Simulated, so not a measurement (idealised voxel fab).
process module | voxel gate over fins
cross-section cut | 160 nm wide | cells 5 nm
A cross-section is a grid of square cells, given in bands from the top down. A band is one or more rows of cells.
Each band's line starts with the height of the band's top and of its bottom, in nm. Then come its materials from left to right, each with its width in nm. One material with "throughout" fills the band from edge to edge. "air" is empty space.
Height 0 is the level under which the wafer as received is all one material. The lowest band goes on downwards, as in "0 down".
A width such as "30 to 40" changes by the same amount from each row of cells to the next, from the band's top row to its bottom row.
"no change" after a step means that no cell of the cross-section changed.
closed voids: empty space of 8 cells or more with no open way to the top, each as width x height at its distance from the left edge, in nm
after a step's settings: what the simulator itself notes on the step
overlay nm, on a step with a mask: how far to the right of its planned place the mask lay; to the left if negative
plan
1 op RECEIVE | material Si
2 op CONFORMAL_DEP | material SiN | thk nm 5
3 op MASKED_ETCH | tone cover | mask id FINS | width nm 15 | pitch nm 40 | etch materials SiN | depth nm 5 | overlay nm 0
4 op MASKED_ETCH | tone cover | mask id FINS | width nm 15 | pitch nm 40 | etch materials Si | depth nm 30 | overlay nm 0
5 op OXIDIZE | depth nm 5
6 op FILL_DEP | material SiO2 | thk nm 15
7 op CMP | height nm 5
8 op SELECTIVE_ETCH | etch materials SiO2 | depth nm 15
9 op STRIP | etch materials SiN
10 op CONFORMAL_DEP | material HfO2 | thk nm 5
11 op CONFORMAL_DEP | material TiN | thk nm 5
12 op FILL_DEP | material W | thk nm 10
13 op CMP | height nm 5
14 op CONFORMAL_DEP | material SiCN | thk nm 10
varied across the wafers: height nm of step 13. The plan shows the first wafer's value. All wafers start alike
first wafer as received, after step 1
  0 down: Si throughout
  closed voids: none
each wafer at the end: cells of each material gained (+) or lost (-) since it was received, then its closed voids
height nm 5 | +40 HfO2 | -210 Si | +64 SiCN | +150 SiO2 | +30 TiN | +22 W | closed voids: none
height nm 10 | +40 HfO2 | -210 Si | +64 SiCN | +150 SiO2 | +40 TiN | +44 W | closed voids: none
height nm 15 | +40 HfO2 | -210 Si | +64 SiCN | +150 SiO2 | +40 TiN | +76 W | closed voids: none
height nm 20 | +40 HfO2 | -210 Si | +64 SiCN | +150 SiO2 | +40 TiN | +108 W | closed voids: none
